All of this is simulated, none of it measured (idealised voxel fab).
The following process module bears the name voxel released beams.
We display cut, a cross-section 205 nm in width whose square cells are each 5 nm.
Reading order for cross-sections: top band down to bottom band. Underlying form: a grid of square cells. Band size: one or more rows of cells.
For a band, the entry starts with two heights in nm, that of the top and then that of the bottom, and carries on with the band's materials in order from left to right, each alongside its width in nm; the word "edge to edge" beside a single material means it fills the band edge to edge, and "empty" means empty space.
It should be noted that heights are counted from 0, beneath which the wafer as supplied is of one material throughout, and that the lowest band possesses no lower boundary but continues downward, as written in "0 and below".
The expression "30..40" gives the width at the extremes of the band, the first number at its top row of cells and the second at its bottom row, with the width changing by equal amounts from each row to the next in between.
"identical to before", as given for a step, is the statement that not any cell of the cross-section underwent a change during that step.
Reported under the label "Completely sealed voids" are the empty spaces having no open way to the top and comprising 8 cells or more; the notation for each is width x height at distance, in which the distance is measured from the left edge and all three values are in nm.
Step line, after settings: the simulator's comment on this step.
If you see "overlay nm" on a step's line and that step has a mask, it's telling you how far right of where it was planned the mask ended up; a negative number means it went left instead.

THE STEPS PLANNED FOR THE PROCESS ARE AS FOLLOWS
1: op RECEIVE | material Si
2: op CONFORMAL_DEP | material SiN | thk nm 10
3: op DIRECTIONAL_DEP | material SiO2 | thk nm 20
4: op MASKED_ETCH | tone open | mask id ANCHOR | width nm 30 | etch materials SiO2 | depth nm 20 | overlay nm 0
5: op CONFORMAL_DEP | material W | thk nm 10
6: op MASKED_ETCH | tone cover | mask id BEAM | width nm 85 | etch materials W | depth nm 10 | overlay nm 0
7: op STRIP | etch materials SiO2

WAFER, FIRST OF TWO, RUN AS PLANNED

SO THIS IS THE INCOMING WAFER IN CROSS-SECTION - IT'S ALREADY BEEN THROUGH STEP 1
> 0 and below: Si edge to edge
> Completely sealed voids: none

STATE OF THE WAFER AFTER STEP 2, SHOWN IN CROSS-SECTION
> 10 down to 0: SiN edge to edge
> Anything lower than 0 is untouched.

STATE OF THE WAFER AFTER STEP 3, SHOWN IN CROSS-SECTION
> 30 down to 10: SiO2 edge to edge
> Anything lower than 10 is untouched.

STATE OF THE WAFER AFTER STEP 4, SHOWN IN CROSS-SECTION
> 30 down to 10: SiO2: 60 / empty: 30 / SiO2: 115
> Anything lower than 10 is untouched.

STATE OF THE WAFER AFTER STEP 5, SHOWN IN CROSS-SECTION
> 40 down to 30: W: 70 / empty: 10 / W: 125
> 30 down to 20: SiO2: 60 / W: 10 / empty: 10 / W: 10 / SiO2: 115
> 20 down to 10: SiO2: 60 / W: 30 / SiO2: 115
> Anything lower than 10 is untouched.

STATE OF THE WAFER AFTER STEP 6, SHOWN IN CROSS-SECTION
> 40 down to 30: empty: 55 / W: 15 / empty: 10 / W: 60 / empty: 65
> Anything lower than 30 is untouched.

STATE OF THE WAFER AFTER STEP 7, SHOWN IN CROSS-SECTION
> 40 down to 30: empty: 55 / W: 15 / empty: 10 / W: 60 / empty: 65
> 30 down to 20: empty: 60 / W: 10 / empty: 10 / W: 10 / empty: 115
> 20 down to 10: empty: 60 / W: 30 / empty: 115
> Anything lower than 10 is untouched.

WHAT FOLLOWS CONCERNS THE SECOND WAFER, WHICH STARTED OUT LIKE THE FIRST AND WAS MEANT TO FOLLOW THE VERY SAME PLAN; ONE MISTAKE CREPT IN WHEN IT WAS RUN, BUT EVERYTHING UP TO AND INCLUDING STEP 1 IS THE SAME AS FOR THE FIRST WAFER

THE SECOND WAFER IN CROSS-SECTION, AT THE PLANNED CLOSE OF STEP 2
> 15 down to 0: SiN edge to edge
> Anything lower than 0 is untouched.

THE SECOND WAFER IN CROSS-SECTION, AT THE PLANNED CLOSE OF STEP 3
> 35 down to 15: SiO2 edge to edge
> Anything lower than 15 is untouched.

THE SECOND WAFER IN CROSS-SECTION, AT THE PLANNED CLOSE OF STEP 4
> 35 down to 15: SiO2: 60 / empty: 30 / SiO2: 115
> Anything lower than 15 is untouched.

THE SECOND WAFER IN CROSS-SECTION, AT THE PLANNED CLOSE OF STEP 5
> 45 down to 35: W: 70 / empty: 10 / W: 125
> 35 down to 25: SiO2: 60 / W: 10 / empty: 10 / W: 10 / SiO2: 115
> 25 down to 15: SiO2: 60 / W: 30 / SiO2: 115
> Anything lower than 15 is untouched.

THE SECOND WAFER IN CROSS-SECTION, AT THE PLANNED CLOSE OF STEP 6
> 45 down to 35: empty: 55 / W: 15 / empty: 10 / W: 60 / empty: 65
> Anything lower than 35 is untouched.

THE SECOND WAFER IN CROSS-SECTION, AT THE PLANNED CLOSE OF STEP 7
> 45 down to 35: empty: 55 / W: 15 / empty: 10 / W: 60 / empty: 65
> 35 down to 25: empty: 60 / W: 10 / empty: 10 / W: 10 / empty: 115
> 25 down to 15: empty: 60 / W: 30 / empty: 115
> Anything lower than 15 is untouched.
Processing error: planned and actual differ for step 2; actual: op CONFORMAL_DEP | material SiN | thk nm 15
Final wafer comparison in cells, second versus first, more or fewer per material: SiN +41
